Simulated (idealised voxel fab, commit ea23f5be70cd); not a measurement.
The process module presented herein is designated voxel transistor to metal.
Each square cell in cross-section cut measures 5 nm, and the section as a whole is 140 nm wide.
When this document writes out a cross-section, it uses a grid of square cells and lists it as bands, beginning at the top and moving down, with a band standing for one or more rows of cells.
It is stipulated that each band's entry specify, in nanometres, the height of the top of the band and then that of its bottom, followed by the materials of the band in left-to-right sequence, each together with its width in nanometres. A single material marked by the word "edge to edge" is understood to fill the band from edge to edge; the word "blank" is understood to denote empty space.
Convention: height 0 is the level below which the wafer, as received, is all one material. The lowest band does not terminate at the bottom but continues downward, represented as "0 nm and below".
The width entry "30..40" should be interpreted row by row: the top row of cells in the band takes the first number, the bottom row takes the second number, and the change between adjacent rows is uniform throughout.
It should be understood that the words "stayed the same", when stated for a given step, signify that the cross-section underwent no change in any of its cells during that step.
Listed in "Sealed cavities": every empty space of 8 or more cells without an open way to the top. Form: width x height at distance, the distance being from the left edge, all in nm.
Text after the settings on a step's line: the simulator's own remark on that step.
overlay nm: step with mask; distance mask lay right of planned place; negative value = left of planned place.
**Listed below are the process steps as planned**
- 1: RECEIVE: material Si
- 2: OXIDIZE: depth nm 5
- 3: CONFORMAL_DEP: material SiN, thk nm 15
- 4: DIRECTIONAL_DEP: material aC, thk nm 15
- 5: PATTERN: tone cover, mask id ACTIVE, material resist, width nm 105, thk nm 30, overlay nm 0
- 6: DIRECTIONAL_ETCH: etch materials aC, depth nm 15
- 7: STRIP: etch materials resist
- 8: DIRECTIONAL_ETCH: etch materials SiN, depth nm 15
- 9: DIRECTIONAL_ETCH: etch materials SiO2, depth nm 5
- 10: DIRECTIONAL_ETCH: etch materials Si, depth nm 20
- 11: STRIP: etch materials aC
- 12: OXIDIZE: depth nm 5
- 13: FILL_DEP: material SiO2, thk nm 5
- 14: CMP: height nm 15
- 15: SELECTIVE_ETCH: etch materials SiO2, depth nm 10
- 16: STRIP: etch materials SiN
- 17: SELECTIVE_ETCH: etch materials SiO2, depth nm 5
- 18: OXIDIZE: depth nm 5
- 19: DIRECTIONAL_DEP: material polySi, thk nm 30
- 20: DIRECTIONAL_DEP: material SiCN, thk nm 15
- 21: PATTERN: tone cover, mask id GATE, material resist, width nm 15, thk nm 20, overlay nm 0
- 22: DIRECTIONAL_ETCH: etch materials SiCN, depth nm 25
- 23: DIRECTIONAL_ETCH: etch materials polySi, depth nm 40
- 24: STRIP: etch materials resist
- 25: CONFORMAL_DEP: material SiN, thk nm 5
- 26: DIRECTIONAL_ETCH: etch materials SiN, depth nm 5
- 27: DIRECTIONAL_ETCH: etch materials SiO2, depth nm 5
- 28: DIRECTIONAL_ETCH: etch materials Si, depth nm 15
- 29: EPI: material nSi, thk nm 15
- 30: FILL_DEP: material SiO2, thk nm 5
- 31: CMP: height nm 40
- 32: DIRECTIONAL_DEP: material SiO2, thk nm 10
- 33: MASKED_ETCH: tone open, mask id CONTACT, width nm 20, pitch nm 75, etch materials SiO2, depth nm 60, overlay nm 0
- 34: CONFORMAL_DEP: material TiN, thk nm 5
- 35: FILL_DEP: material Ru, thk nm 5
- 36: CMP: height nm 50
- 37: DIRECTIONAL_DEP: material TiN, thk nm 5
- 38: DIRECTIONAL_DEP: material Ru, thk nm 20
- 39: DIRECTIONAL_DEP: material aC, thk nm 15
- 40: PATTERN: tone cover, mask id METAL_1, material resist, width nm 20, pitch nm 75, thk nm 35, overlay nm 0
- 41: DIRECTIONAL_ETCH: etch materials aC, depth nm 15
- 42: STRIP: etch materials resist
- 43: DIRECTIONAL_ETCH: etch materials Ru, depth nm 20
- 44: DIRECTIONAL_ETCH: etch materials TiN, depth nm 5
- 45: STRIP: etch materials aC
- 46: CONFORMAL_DEP: material SiCN, thk nm 5
- 47: FILL_DEP: material lowk, thk nm 10
- 48: CMP: height nm 75
- 49: CONFORMAL_DEP: material SiN, thk nm 5
What sets these wafers apart? The width nm at step 21. They all start alike, and the plan carries the first wafer's value.
**Cross-sectional view of the first of several wafers in the as-received condition, corresponding to the state following step 1**
0 nm and below = Si edge to edge
Sealed cavities: none
**Here is how to read the rows: every wafer has a row, and it shows the wafer at the end of the module, giving for each material how many cells were gained (+) or lost (-) since the wafer was received, then listing its closed voids**
width nm 15; +76 Ru; -134 Si; +45 SiCN; +48 SiN; +211 SiO2; +60 TiN; +64 lowk; +60 nSi; +18 polySi; Sealed cavities: none
width nm 20; +73 Ru; -131 Si; +48 SiCN; +48 SiN; +205 SiO2; +60 TiN; +64 lowk; +57 nSi; +24 polySi; Sealed cavities: none
width nm 25; +70 Ru; -128 Si; +51 SiCN; +48 SiN; +199 SiO2; +60 TiN; +64 lowk; +54 nSi; +30 polySi; Sealed cavities: none
width nm 30; +67 Ru; -125 Si; +54 SiCN; +48 SiN; +193 SiO2; +60 TiN; +64 lowk; +51 nSi; +36 polySi; Sealed cavities: none
width nm 35; +64 Ru; -122 Si; +57 SiCN; +48 SiN; +187 SiO2; +60 TiN; +64 lowk; +48 nSi; +42 polySi; Sealed cavities: none
width nm 40; +64 Ru; -119 Si; +60 SiCN; +48 SiN; +181 SiO2; +57 TiN; +64 lowk; +45 nSi; +48 polySi; Sealed cavities: none
